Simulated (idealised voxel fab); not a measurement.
Process module under the name voxel transistor to metal
It is cross-section cut that appears here, measuring 180 nm in width, its square cells being 5 nm in size.
When this document writes out a cross-section, it uses a grid of square cells and lists it as bands, beginning at the top and moving down, with a band standing for one or more rows of cells. Read a band's entry like this: the first values are the height of its top and the height of its bottom in nm, and what follows is the sequence of materials from left to right, each with its width in nm. Note that "air" is empty space, and that a single material marked "full width" reaches across the band from edge to edge. Counting heights begins at 0, where everything beneath is, in the wafer as received, one material. The lowest band has no bottom; it goes on downwards, as "0 and below" shows. The two numbers in a width such as "30->40" mark its ends across the band: the first belongs to the top row of cells, the second to the bottom row, and from each row to the next the width moves by the same amount. Step marked "nothing was modified"? Then no cell in the cross-section changed in it. This entry, "Enclosed voids", enumerates those empty regions of no fewer than 8 cells that possess no open connection to the top. Each region is reported in the form width x height at distance, the distance being taken from the left edge, with all three quantities expressed in nm. Step line, after settings: the simulator's comment on this step. overlay nm: for a step with a mask, the amount by which the mask lay right of where it was planned; a negative amount means left of it.
[The planned process steps are enumerated hereunder]
1 RECEIVE, material Si
2 CONFORMAL_DEP, material SiO2, thk nm 5
3 CONFORMAL_DEP, material SiN, thk nm 10
4 MASKED_ETCH, tone cover, mask id ACTIVE, width nm 110, etch materials SiN, depth nm 10, overlay nm -15
5 MASKED_ETCH, tone cover, mask id ACTIVE, width nm 110, etch materials SiO2, depth nm 5, overlay nm 0
6 MASKED_ETCH, tone cover, mask id ACTIVE, width nm 110, etch materials Si, depth nm 20, overlay nm 0
7 OXIDIZE, depth nm 5
8 FILL_DEP, material SiO2, thk nm 10
9 CMP, height nm 15
10 SELECTIVE_ETCH, etch materials SiO2, depth nm 10
11 STRIP, etch materials SiN
12 SELECTIVE_ETCH, etch materials SiO2, depth nm 5
13 OXIDIZE, depth nm 5
14 DIRECTIONAL_DEP, material polySi, thk nm 30
15 DIRECTIONAL_DEP, material SiCN, thk nm 10
16 MASKED_ETCH, tone cover, mask id GATE, width nm 20, etch materials SiCN, depth nm 20, overlay nm 0
17 MASKED_ETCH, tone cover, mask id GATE, width nm 20, etch materials polySi, depth nm 40, overlay nm 0
18 CONFORMAL_DEP, material SiN, thk nm 5
19 DIRECTIONAL_ETCH, etch materials SiN, depth nm 5
20 DIRECTIONAL_ETCH, etch materials SiO2, depth nm 5
21 DIRECTIONAL_ETCH, etch materials Si, depth nm 5
22 EPI, material pSi, thk nm 5
23 FILL_DEP, material SiO2, thk nm 10
24 CMP, height nm 40
25 DIRECTIONAL_DEP, material SiO2, thk nm 10
26 MASKED_ETCH, tone open, mask id CONTACT, width nm 30, pitch nm 60, etch materials SiO2, depth nm 55, overlay nm 0
27 CONFORMAL_DEP, material TiN, thk nm 5
28 FILL_DEP, material Ru, thk nm 5
29 CMP, height nm 50
30 CONFORMAL_DEP, material SiCN, thk nm 5
31 DIRECTIONAL_DEP, material SiO2, thk nm 20
32 PATTERN, tone open, mask id METAL_1, material resist, width nm 15, pitch nm 75, thk nm 15, overlay nm 0
33 DIRECTIONAL_ETCH, etch materials SiO2, depth nm 20
34 DIRECTIONAL_ETCH, etch materials SiCN, depth nm 5
35 STRIP, etch materials resist
36 CONFORMAL_DEP, material TiN, thk nm 5
37 FILL_DEP, material Cu, thk nm 5
38 CMP, height nm 75
39 CONFORMAL_DEP, material SiCN, thk nm 5
40 DIRECTIONAL_DEP, material SiO2, thk nm 35
41 PATTERN, tone open, mask id METAL_2, material resist, width nm 15, pitch nm 75, thk nm 15, overlay nm 0
42 DIRECTIONAL_ETCH, etch materials SiO2, depth nm 20
43 STRIP, etch materials resist
44 DIRECTIONAL_DEP, material aC, thk nm 15
45 PATTERN, tone open, mask id METAL_2_HOLES, material resist, width nm 15, pitch nm 75, thk nm 30, overlay nm 0
46 DIRECTIONAL_ETCH, etch materials aC, depth nm 15
47 STRIP, etch materials resist
48 DIRECTIONAL_ETCH, etch materials SiO2, depth nm 15
49 DIRECTIONAL_ETCH, etch materials SiCN, depth nm 5
50 STRIP, etch materials aC
51 CONFORMAL_DEP, material TiN, thk nm 5
52 FILL_DEP, material Ru, thk nm 5
53 CMP, height nm 115
54 CONFORMAL_DEP, material SiN, thk nm 5
The wafers in this document start out alike and differ in the overlay nm applied at step 4; the plan shows the value used for the first wafer.
[As-received state after step 1, first of several wafers, cross-section]
	0 and below  Si full width
	Enclosed voids: none
[Wafer rows, end of module: cells per material gained (+) or lost (-) since receipt; closed voids last]
overlay nm -15 | +8 Cu | +92 Ru | -105 Si | +68 SiCN | +52 SiN | +598 SiO2 | +108 TiN | +19 pSi | +24 polySi | Enclosed voids: none
overlay nm -10 | +8 Cu | +92 Ru | -108 Si | +68 SiCN | +52 SiN | +602 SiO2 | +108 TiN | +18 pSi | +24 polySi | Enclosed voids: none
overlay nm -5 | +8 Cu | +92 Ru | -111 Si | +68 SiCN | +52 SiN | +606 SiO2 | +108 TiN | +17 pSi | +24 polySi | Enclosed voids: none
overlay nm 0 | +8 Cu | +92 Ru | -114 Si | +68 SiCN | +52 SiN | +610 SiO2 | +108 TiN | +16 pSi | +24 polySi | Enclosed voids: none
overlay nm 5 | +8 Cu | +92 Ru | -111 Si | +68 SiCN | +52 SiN | +606 SiO2 | +108 TiN | +17 pSi | +24 polySi | Enclosed voids: none
overlay nm 10 | +8 Cu | +92 Ru | -108 Si | +68 SiCN | +52 SiN | +602 SiO2 | +108 TiN | +18 pSi | +24 polySi | Enclosed voids: none
overlay nm 15 | +8 Cu | +92 Ru | -105 Si | +68 SiCN | +52 SiN | +598 SiO2 | +108 TiN | +19 pSi | +24 polySi | Enclosed voids: none
